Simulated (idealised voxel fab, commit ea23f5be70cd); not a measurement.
A process module follows: voxel self aligned vias.
Section shown: cut. Width: 285 nm. Cell size: 5 nm, square.
Cross-section = grid of square cells, listed top down in bands; band = one or more rows.
Within each band entry, the heights of the top and of the bottom of the band appear first, in that order and in nm; the materials of the band then follow from left to right, each with its corresponding width in nm. The designation "edge to edge" on a single material indicates that it fills the band from edge to edge; the designation "air" indicates empty space.
All heights in this document are referenced to 0, defined as the level beneath which the wafer, as received, consists entirely of one material. The lowest band is not bounded below; it extends indefinitely downward and is written in the form "0 down".
With a width like "30 to 40", each row of cells in the band differs from the next by the same amount, the top row carrying the first number and the bottom row the second.
When a step is marked "identical to before", none of the cells in the cross-section changed during that step.
The entry titled "Enclosed cavity list" provides the empty spaces that have no open way to the top, restricted to those of 8 cells or more. Each is presented as width x height at distance, the distance being measured from the left edge, with all three in nm.
after a step's settings: what the simulator itself notes on the step
When a step includes a mask, the "overlay nm" setting on its line states how far to the right of its planned place that mask lay, and negative values state how far to the left.

## Listed below are the process steps as planned
step 1: RECEIVE [material Si]
step 2: CONFORMAL_DEP [material SiO2] [thk nm 15]
step 3: CONFORMAL_DEP [material SiCN] [thk nm 5]
step 4: DIRECTIONAL_DEP [material SiO2] [thk nm 20]
step 5: DIRECTIONAL_DEP [material aC] [thk nm 15]
step 6: PATTERN [tone open] [mask id LINES] [material resist] [width nm 20] [pitch nm 55] [thk nm 30] [overlay nm 0]
step 7: DIRECTIONAL_ETCH [etch materials aC] [depth nm 15]
step 8: STRIP [etch materials resist]
step 9: DIRECTIONAL_ETCH [etch materials SiO2] [depth nm 20]
step 10: STRIP [etch materials aC]
step 11: CONFORMAL_DEP [material TiN] [thk nm 5]
step 12: FILL_DEP [material Ru] [thk nm 5]
step 13: CMP [height nm 40]
step 14: SELECTIVE_ETCH [etch materials W Ru TiN] [depth nm 10]
step 15: FILL_DEP [material SiN] [thk nm 10]
step 16: CMP [height nm 40]
step 17: DIRECTIONAL_DEP [material SiO2] [thk nm 20]
step 18: PATTERN [tone open] [mask id VIAS] [material resist] [width nm 30] [thk nm 15] [overlay nm 0]
step 19: DIRECTIONAL_ETCH [etch materials SiO2] [depth nm 20]
step 20: DIRECTIONAL_ETCH [etch materials SiN] [depth nm 10]
step 21: STRIP [etch materials resist]
step 22: CONFORMAL_DEP [material TiN] [thk nm 5]
step 23: FILL_DEP [material Cu] [thk nm 5]
step 24: CMP [height nm 60]
step 25: CONFORMAL_DEP [material SiCN] [thk nm 5]

## First of two wafers, with the run carried out as planned

## The cross-section here shows the wafer as received, i.e. in its state after step 1
	0 down: Si edge to edge
	Enclosed cavity list: none

## Cross-section through the wafer, step 2 finished
	15 to 0: SiO2 edge to edge
	At heights below 0, the structure remains unaltered.

## Cross-section through the wafer, step 3 finished
	20 to 15: SiCN edge to edge
	At heights below 15, the structure remains unaltered.

## Cross-section through the wafer, step 4 finished
	40 to 20: SiO2 edge to edge
	At heights below 20, the structure remains unaltered.

## Cross-section through the wafer, step 5 finished
	55 to 40: aC edge to edge
	At heights below 40, the structure remains unaltered.

## Cross-section through the wafer, step 6 finished
	85 to 55: 105 of resist | 20 of air | 35 of resist | 20 of air | 105 of resist
	At heights below 55, the structure remains unaltered.

## Cross-section through the wafer, step 7 finished
	70 to 55: 105 of resist | 20 of air | 35 of resist | 20 of air | 105 of resist
	55 to 40: 105 of aC | 20 of air | 35 of aC | 20 of air | 105 of aC
	At heights below 40, the structure remains unaltered.

## Cross-section through the wafer, step 8 finished
	55 to 40: 105 of aC | 20 of air | 35 of aC | 20 of air | 105 of aC
	At heights below 40, the structure remains unaltered.

## Cross-section through the wafer, step 9 finished
	55 to 40: 105 of aC | 20 of air | 35 of aC | 20 of air | 105 of aC
	40 to 20: 105 of SiO2 | 20 of air | 35 of SiO2 | 20 of air | 105 of SiO2
	At heights below 20, the structure remains unaltered.

## Cross-section through the wafer, step 10 finished
	40 to 20: 105 of SiO2 | 20 of air | 35 of SiO2 | 20 of air | 105 of SiO2
	At heights below 20, the structure remains unaltered.

## Cross-section through the wafer, step 11 finished
	45 to 40: 110 of TiN | 10 of air | 45 of TiN | 10 of air | 110 of TiN
	40 to 25: 105 of SiO2 | 5 of TiN | 10 of air | 5 of TiN | 35 of SiO2 | 5 of TiN | 10 of air | 5 of TiN | 105 of SiO2
	25 to 20: 105 of SiO2 | 20 of TiN | 35 of SiO2 | 20 of TiN | 105 of SiO2
	At heights below 20, the structure remains unaltered.

## Cross-section through the wafer, step 12 finished
	50 to 45: Ru edge to edge
	45 to 40: 110 of TiN | 10 of Ru | 45 of TiN | 10 of Ru | 110 of TiN
	40 to 25: 105 of SiO2 | 5 of TiN | 10 of Ru | 5 of TiN | 35 of SiO2 | 5 of TiN | 10 of Ru | 5 of TiN | 105 of SiO2
	At heights below 25, the structure remains unaltered.

## Cross-section through the wafer, step 13 finished
	40 to 25: 105 of SiO2 | 5 of TiN | 10 of Ru | 5 of TiN | 35 of SiO2 | 5 of TiN | 10 of Ru | 5 of TiN | 105 of SiO2
	At heights below 25, the structure remains unaltered.

## Cross-section through the wafer, step 14 finished
	40 to 30: 105 of SiO2 | 20 of air | 35 of SiO2 | 20 of air | 105 of SiO2
	At heights below 30, the structure remains unaltered.

## Cross-section through the wafer, step 15 finished
	50 to 40: SiN edge to edge
	40 to 30: 105 of SiO2 | 20 of SiN | 35 of SiO2 | 20 of SiN | 105 of SiO2
	At heights below 30, the structure remains unaltered.

## Cross-section through the wafer, step 16 finished
	40 to 30: 105 of SiO2 | 20 of SiN | 35 of SiO2 | 20 of SiN | 105 of SiO2
	At heights below 30, the structure remains unaltered.

## Cross-section through the wafer, step 17 finished
	60 to 40: SiO2 edge to edge
	At heights below 40, the structure remains unaltered.

## Cross-section through the wafer, step 18 finished
	75 to 60: 100 of resist | 30 of air | 155 of resist
	At heights below 60, the structure remains unaltered.

## Cross-section through the wafer, step 19 finished
	75 to 60: 100 of resist | 30 of air | 155 of resist
	60 to 40: 100 of SiO2 | 30 of air | 155 of SiO2
	At heights below 40, the structure remains unaltered.

## Cross-section through the wafer, step 20 finished
	75 to 60: 100 of resist | 30 of air | 155 of resist
	60 to 40: 100 of SiO2 | 30 of air | 155 of SiO2
	40 to 30: 105 of SiO2 | 20 of air | 35 of SiO2 | 20 of SiN | 105 of SiO2
	At heights below 30, the structure remains unaltered.

## Cross-section through the wafer, step 21 finished
	60 to 40: 100 of SiO2 | 30 of air | 155 of SiO2
	At heights below 40, the structure remains unaltered.

## Cross-section through the wafer, step 22 finished
	65 to 60: 105 of TiN | 20 of air | 160 of TiN
	60 to 45: 100 of SiO2 | 5 of TiN | 20 of air | 5 of TiN | 155 of SiO2
	45 to 40: 100 of SiO2 | 10 of TiN | 10 of air | 10 of TiN | 155 of SiO2
	40 to 35: 105 of SiO2 | 5 of TiN | 10 of air | 5 of TiN | 35 of SiO2 | 20 of SiN | 105 of SiO2
	35 to 30: 105 of SiO2 | 20 of TiN | 35 of SiO2 | 20 of SiN | 105 of SiO2
	At heights below 30, the structure remains unaltered.

## Cross-section through the wafer, step 23 finished
	70 to 65: Cu edge to edge
	65 to 60: 105 of TiN | 20 of Cu | 160 of TiN
	60 to 45: 100 of SiO2 | 5 of TiN | 20 of Cu | 5 of TiN | 155 of SiO2
	45 to 40: 100 of SiO2 | 10 of TiN | 10 of Cu | 10 of TiN | 155 of SiO2
	40 to 35: 105 of SiO2 | 5 of TiN | 10 of Cu | 5 of TiN | 35 of SiO2 | 20 of SiN | 105 of SiO2
	At heights below 35, the structure remains unaltered.

## Cross-section through the wafer, step 24 finished
	60 to 45: 100 of SiO2 | 5 of TiN | 20 of Cu | 5 of TiN | 155 of SiO2
	At heights below 45, the structure remains unaltered.

## Cross-section through the wafer, step 25 finished
	65 to 60: SiCN edge to edge
	At heights below 60, the structure remains unaltered.

## Notes, second wafer: start = first wafer's, plan = first wafer's, execution had one mistake; history identical to first through step 2

Cross-section of the second wafer at the time by which step 3 should have been completed according to the plan: identical to before

## Cross-section of the second wafer at the time by which step 4 should have been completed according to the plan
	35 to 0: SiO2 edge to edge
	At heights below 0, the structure remains unaltered.

## Cross-section of the second wafer at the time by which step 5 should have been completed according to the plan
	50 to 35: aC edge to edge
	At heights below 35, the structure remains unaltered.

## Cross-section of the second wafer at the time by which step 6 should have been completed according to the plan
	80 to 50: 105 of resist | 20 of air | 35 of resist | 20 of air | 105 of resist
	At heights below 50, the structure remains unaltered.

## Cross-section of the second wafer at the time by which step 7 should have been completed according to the plan
	65 to 50: 105 of resist | 20 of air | 35 of resist | 20 of air | 105 of resist
	50 to 35: 105 of aC | 20 of air | 35 of aC | 20 of air | 105 of aC
	At heights below 35, the structure remains unaltered.

## Cross-section of the second wafer at the time by which step 8 should have been completed according to the plan
	50 to 35: 105 of aC | 20 of air | 35 of aC | 20 of air | 105 of aC
	At heights below 35, the structure remains unaltered.

## Cross-section of the second wafer at the time by which step 9 should have been completed according to the plan
	50 to 35: 105 of aC | 20 of air | 35 of aC | 20 of air | 105 of aC
	35 to 15: 105 of SiO2 | 20 of air | 35 of SiO2 | 20 of air | 105 of SiO2
	At heights below 15, the structure remains unaltered.

## Cross-section of the second wafer at the time by which step 10 should have been completed according to the plan
	35 to 15: 105 of SiO2 | 20 of air | 35 of SiO2 | 20 of air | 105 of SiO2
	At heights below 15, the structure remains unaltered.

## Cross-section of the second wafer at the time by which step 11 should have been completed according to the plan
	40 to 35: 110 of TiN | 10 of air | 45 of TiN | 10 of air | 110 of TiN
	35 to 20: 105 of SiO2 | 5 of TiN | 10 of air | 5 of TiN | 35 of SiO2 | 5 of TiN | 10 of air | 5 of TiN | 105 of SiO2
	20 to 15: 105 of SiO2 | 20 of TiN | 35 of SiO2 | 20 of TiN | 105 of SiO2
	At heights below 15, the structure remains unaltered.

## Cross-section of the second wafer at the time by which step 12 should have been completed according to the plan
	45 to 40: Ru edge to edge
	40 to 35: 110 of TiN | 10 of Ru | 45 of TiN | 10 of Ru | 110 of TiN
	35 to 20: 105 of SiO2 | 5 of TiN | 10 of Ru | 5 of TiN | 35 of SiO2 | 5 of TiN | 10 of Ru | 5 of TiN | 105 of SiO2
	At heights below 20, the structure remains unaltered.

## Cross-section of the second wafer at the time by which step 13 should have been completed according to the plan
	40 to 35: 110 of TiN | 10 of Ru | 45 of TiN | 10 of Ru | 110 of TiN
	At heights below 35, the structure remains unaltered.

## Cross-section of the second wafer at the time by which step 14 should have been completed according to the plan
	35 to 30: 105 of SiO2 | 20 of air | 35 of SiO2 | 20 of air | 105 of SiO2
	At heights below 30, the structure remains unaltered.

## Cross-section of the second wafer at the time by which step 15 should have been completed according to the plan
	45 to 35: SiN edge to edge
	35 to 30: 105 of SiO2 | 20 of SiN | 35 of SiO2 | 20 of SiN | 105 of SiO2
	At heights below 30, the structure remains unaltered.

## Cross-section of the second wafer at the time by which step 16 should have been completed according to the plan
	40 to 35: SiN edge to edge
	At heights below 35, the structure remains unaltered.

## Cross-section of the second wafer at the time by which step 17 should have been completed according to the plan
	60 to 40: SiO2 edge to edge
	At heights below 40, the structure remains unaltered.

## Cross-section of the second wafer at the time by which step 18 should have been completed according to the plan
	75 to 60: 100 of resist | 30 of air | 155 of resist
	At heights below 60, the structure remains unaltered.

## Cross-section of the second wafer at the time by which step 19 should have been completed according to the plan
	75 to 60: 100 of resist | 30 of air | 155 of resist
	60 to 40: 100 of SiO2 | 30 of air | 155 of SiO2
	At heights below 40, the structure remains unaltered.

## Cross-section of the second wafer at the time by which step 20 should have been completed according to the plan
	75 to 60: 100 of resist | 30 of air | 155 of resist
	60 to 40: 100 of SiO2 | 30 of air | 155 of SiO2
	40 to 35: 100 of SiN | 30 of air | 155 of SiN
	35 to 30: 105 of SiO2 | 20 of air | 35 of SiO2 | 20 of SiN | 105 of SiO2
	At heights below 30, the structure remains unaltered.

## Cross-section of the second wafer at the time by which step 21 should have been completed according to the plan
	60 to 40: 100 of SiO2 | 30 of air | 155 of SiO2
	At heights below 40, the structure remains unaltered.

## Cross-section of the second wafer at the time by which step 22 should have been completed according to the plan
	65 to 60: 105 of TiN | 20 of air | 160 of TiN
	60 to 40: 100 of SiO2 | 5 of TiN | 20 of air | 5 of TiN | 155 of SiO2
	40 to 35: 100 of SiN | 10 of TiN | 10 of air | 10 of TiN | 155 of SiN
	35 to 30: 105 of SiO2 | 20 of TiN | 35 of SiO2 | 20 of SiN | 105 of SiO2
	At heights below 30, the structure remains unaltered.

## Cross-section of the second wafer at the time by which step 23 should have been completed according to the plan
	70 to 65: Cu edge to edge
	65 to 60: 105 of TiN | 20 of Cu | 160 of TiN
	60 to 40: 100 of SiO2 | 5 of TiN | 20 of Cu | 5 of TiN | 155 of SiO2
	40 to 35: 100 of SiN | 10 of TiN | 10 of Cu | 10 of TiN | 155 of SiN
	At heights below 35, the structure remains unaltered.

## Cross-section of the second wafer at the time by which step 24 should have been completed according to the plan
	60 to 40: 100 of SiO2 | 5 of TiN | 20 of Cu | 5 of TiN | 155 of SiO2
	At heights below 40, the structure remains unaltered.

## Cross-section of the second wafer at the time by which step 25 should have been completed according to the plan
	65 to 60: SiCN edge to edge
	At heights below 60, the structure remains unaltered.
Nonconformance to the process plan: step 3 of the plan was excluded from execution and never run
Final tally in cells, some materials are higher or lower on the second wafer than on the first: Cu: 2 more | Ru: 4 more | SiCN: 57 fewer | SiN: 47 more | TiN: 4 more
